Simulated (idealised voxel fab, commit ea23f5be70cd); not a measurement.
Proc. module: voxel self aligned vias
Cross-section cut: width 245 nm, square cells of 5 nm.
Square cells in a grid make up a cross-section in this document, and the grid is given as bands, listed from the top down, each one or more rows of cells.
Look at the band entry: it leads with the top's height and the bottom's height in nm. Then it lists the materials left to right, with a width in nm for each. The word "edge to edge" on a single material says that material fills the band edge to edge. The word "blank" is empty space.
Counting heights begins at 0, where everything beneath is, in the wafer as received, one material. The lowest band has no bottom; it goes on downwards, as "from 0 down" shows.
A width such as "30..40" changes by the same amount from each row of cells to the next, from the band's top row to its bottom row.
Reading "stayed the same" for a step: not a cell of the cross-section changed in it.
"Enclosed internal cavities" - sealed voids, min. 8 cells, no opening to top; format: width x height at distance (distance from left edge; nm throughout).
Post-settings text on a step line: simulator's own remark regarding the step.
overlay nm: where the mask lay relative to plan, measured to the right, on steps with a mask; negatives go left.

The process steps that were planned are listed below
step 1: RECEIVE with material Si
step 2: CONFORMAL_DEP with material SiO2, thk nm 10
step 3: CONFORMAL_DEP with material SiCN, thk nm 5
step 4: DIRECTIONAL_DEP with material lowk, thk nm 25
step 5: MASKED_ETCH with tone open, mask id LINES, width nm 25, pitch nm 75, etch materials lowk, depth nm 25, overlay nm 0
step 6: CONFORMAL_DEP with material TiN, thk nm 5
step 7: FILL_DEP with material Ru, thk nm 10
step 8: CMP with height nm 40
step 9: SELECTIVE_ETCH with etch materials W Ru TiN, depth nm 5
step 10: FILL_DEP with material SiN, thk nm 5
step 11: CMP with height nm 40
step 12: DIRECTIONAL_DEP with material lowk, thk nm 15
step 13: DIRECTIONAL_DEP with material aC, thk nm 10
step 14: PATTERN with tone open, mask id VIAS, material resist, width nm 45, thk nm 25, overlay nm 0
step 15: DIRECTIONAL_ETCH with etch materials aC, depth nm 10
step 16: STRIP with etch materials resist
step 17: DIRECTIONAL_ETCH with etch materials lowk, depth nm 15
step 18: DIRECTIONAL_ETCH with etch materials SiN, depth nm 5
step 19: STRIP with etch materials aC
step 20: CONFORMAL_DEP with material TiN, thk nm 5
step 21: FILL_DEP with material Ru, thk nm 10
step 22: CMP with height nm 55
step 23: CONFORMAL_DEP with material SiCN, thk nm 5

Run as planned: first of two wafers

Incoming wafer in cross-section (state: after step 1)
> from 0 down | Si edge to edge
> Enclosed internal cavities: none

Once step 2 is through, the wafer looks like this in cross-section
> from 10 to 0 | SiO2 edge to edge
> Below 0 it's all the same as before, nothing changed down there.

Once step 3 is through, the wafer looks like this in cross-section
> from 15 to 10 | SiCN edge to edge
> Below 10 it's all the same as before, nothing changed down there.

Once step 4 is through, the wafer looks like this in cross-section
> from 40 to 15 | lowk edge to edge
> Below 15 it's all the same as before, nothing changed down there.

Once step 5 is through, the wafer looks like this in cross-section
> from 40 to 15 | lowk: 70, then blank: 25, then lowk: 50, then blank: 25, then lowk: 75
> Below 15 it's all the same as before, nothing changed down there.

Once step 6 is through, the wafer looks like this in cross-section
> from 45 to 40 | TiN: 75, then blank: 15, then TiN: 60, then blank: 15, then TiN: 80
> from 40 to 20 | lowk: 70, then TiN: 5, then blank: 15, then TiN: 5, then lowk: 50, then TiN: 5, then blank: 15, then TiN: 5, then lowk: 75
> from 20 to 15 | lowk: 70, then TiN: 25, then lowk: 50, then TiN: 25, then lowk: 75
> Below 15 it's all the same as before, nothing changed down there.

Once step 7 is through, the wafer looks like this in cross-section
> from 55 to 45 | Ru edge to edge
> from 45 to 40 | TiN: 75, then Ru: 15, then TiN: 60, then Ru: 15, then TiN: 80
> from 40 to 20 | lowk: 70, then TiN: 5, then Ru: 15, then TiN: 5, then lowk: 50, then TiN: 5, then Ru: 15, then TiN: 5, then lowk: 75
> Below 20 it's all the same as before, nothing changed down there.

Once step 8 is through, the wafer looks like this in cross-section
> from 40 to 20 | lowk: 70, then TiN: 5, then Ru: 15, then TiN: 5, then lowk: 50, then TiN: 5, then Ru: 15, then TiN: 5, then lowk: 75
> Below 20 it's all the same as before, nothing changed down there.

Once step 9 is through, the wafer looks like this in cross-section
> from 40 to 35 | lowk: 70, then blank: 25, then lowk: 50, then blank: 25, then lowk: 75
> Below 35 it's all the same as before, nothing changed down there.

Once step 10 is through, the wafer looks like this in cross-section
> from 45 to 40 | SiN edge to edge
> from 40 to 35 | lowk: 70, then SiN: 25, then lowk: 50, then SiN: 25, then lowk: 75
> Below 35 it's all the same as before, nothing changed down there.

Once step 11 is through, the wafer looks like this in cross-section
> from 40 to 35 | lowk: 70, then SiN: 25, then lowk: 50, then SiN: 25, then lowk: 75
> Below 35 it's all the same as before, nothing changed down there.

Once step 12 is through, the wafer looks like this in cross-section
> from 55 to 40 | lowk edge to edge
> Below 40 it's all the same as before, nothing changed down there.

Once step 13 is through, the wafer looks like this in cross-section
> from 65 to 55 | aC edge to edge
> Below 55 it's all the same as before, nothing changed down there.

Once step 14 is through, the wafer looks like this in cross-section
> from 90 to 65 | resist: 60, then blank: 45, then resist: 140
> Below 65 it's all the same as before, nothing changed down there.

Once step 15 is through, the wafer looks like this in cross-section
> from 80 to 65 | resist: 60, then blank: 45, then resist: 140
> from 65 to 55 | aC: 60, then blank: 45, then aC: 140
> Below 55 it's all the same as before, nothing changed down there.

Once step 16 is through, the wafer looks like this in cross-section
> from 65 to 55 | aC: 60, then blank: 45, then aC: 140
> Below 55 it's all the same as before, nothing changed down there.

Once step 17 is through, the wafer looks like this in cross-section
> from 65 to 55 | aC: 60, then blank: 45, then aC: 140
> from 55 to 40 | lowk: 60, then blank: 45, then lowk: 140
> Below 40 it's all the same as before, nothing changed down there.

Once step 18 is through, the wafer looks like this in cross-section
> from 65 to 55 | aC: 60, then blank: 45, then aC: 140
> from 55 to 40 | lowk: 60, then blank: 45, then lowk: 140
> from 40 to 35 | lowk: 70, then blank: 25, then lowk: 50, then SiN: 25, then lowk: 75
> Below 35 it's all the same as before, nothing changed down there.

Once step 19 is through, the wafer looks like this in cross-section
> from 55 to 40 | lowk: 60, then blank: 45, then lowk: 140
> Below 40 it's all the same as before, nothing changed down there.

Once step 20 is through, the wafer looks like this in cross-section
> from 60 to 55 | TiN: 65, then blank: 35, then TiN: 145
> from 55 to 45 | lowk: 60, then TiN: 5, then blank: 35, then TiN: 5, then lowk: 140
> from 45 to 40 | lowk: 60, then TiN: 15, then blank: 15, then TiN: 15, then lowk: 140
> from 40 to 35 | lowk: 70, then TiN: 25, then lowk: 50, then SiN: 25, then lowk: 75
> Below 35 it's all the same as before, nothing changed down there.

Once step 21 is through, the wafer looks like this in cross-section
> from 70 to 60 | Ru edge to edge
> from 60 to 55 | TiN: 65, then Ru: 35, then TiN: 145
> from 55 to 45 | lowk: 60, then TiN: 5, then Ru: 35, then TiN: 5, then lowk: 140
> from 45 to 40 | lowk: 60, then TiN: 15, then Ru: 15, then TiN: 15, then lowk: 140
> Below 40 it's all the same as before, nothing changed down there.

Once step 22 is through, the wafer looks like this in cross-section
> from 55 to 45 | lowk: 60, then TiN: 5, then Ru: 35, then TiN: 5, then lowk: 140
> Below 45 it's all the same as before, nothing changed down there.

Once step 23 is through, the wafer looks like this in cross-section
> from 60 to 55 | SiCN edge to edge
> Below 55 it's all the same as before, nothing changed down there.

Regarding the second of the two wafers: it shared the first wafer's starting condition and process plan, yet one error occurred during its execution. Its history coincides with that of the first wafer up to and including step 16

Cross-sectional view of the second wafer at the intended end time of process step 17
> from 65 to 55 | aC: 60, then blank: 45, then aC: 140
> from 55 to 40 | lowk: 60, then blank: 45, then lowk: 140
> from 40 to 35 | lowk: 60, then blank: 10, then SiN: 25, then blank: 10, then lowk: 40, then SiN: 25, then lowk: 75
> from 35 to 25 | lowk: 60, then blank: 10, then TiN: 5, then Ru: 15, then TiN: 5, then blank: 10, then lowk: 40, then TiN: 5, then Ru: 15, then TiN: 5, then lowk: 75
> Below 25 it's all the same as before, nothing changed down there.

Cross-sectional view of the second wafer at the intended end time of process step 18
> from 65 to 55 | aC: 60, then blank: 45, then aC: 140
> from 55 to 40 | lowk: 60, then blank: 45, then lowk: 140
> from 40 to 35 | lowk: 60, then blank: 45, then lowk: 40, then SiN: 25, then lowk: 75
> Below 35 it's all the same as before, nothing changed down there.

Cross-sectional view of the second wafer at the intended end time of process step 19
> from 55 to 40 | lowk: 60, then blank: 45, then lowk: 140
> Below 40 it's all the same as before, nothing changed down there.

Cross-sectional view of the second wafer at the intended end time of process step 20
> from 60 to 55 | TiN: 65, then blank: 35, then TiN: 145
> from 55 to 40 | lowk: 60, then TiN: 5, then blank: 35, then TiN: 5, then lowk: 140
> from 40 to 35 | lowk: 60, then TiN: 45, then lowk: 40, then SiN: 25, then lowk: 75
> from 35 to 25 | lowk: 60, then TiN: 15, then Ru: 15, then TiN: 15, then lowk: 40, then TiN: 5, then Ru: 15, then TiN: 5, then lowk: 75
> Below 25 it's all the same as before, nothing changed down there.

Cross-sectional view of the second wafer at the intended end time of process step 21
> from 70 to 60 | Ru edge to edge
> from 60 to 55 | TiN: 65, then Ru: 35, then TiN: 145
> from 55 to 40 | lowk: 60, then TiN: 5, then Ru: 35, then TiN: 5, then lowk: 140
> Below 40 it's all the same as before, nothing changed down there.

Cross-sectional view of the second wafer at the intended end time of process step 22
> from 55 to 40 | lowk: 60, then TiN: 5, then Ru: 35, then TiN: 5, then lowk: 140
> Below 40 it's all the same as before, nothing changed down there.

Cross-sectional view of the second wafer at the intended end time of process step 23
> from 60 to 55 | SiCN edge to edge
> Below 55 it's all the same as before, nothing changed down there.
What went wrong in running the wafer? twice, step 17 of the plan was run
Wrapping up, a cell-based count of both wafers puts the second over or under the first for these materials: 4 more of Ru | 8 more of TiN | 12 fewer of lowk
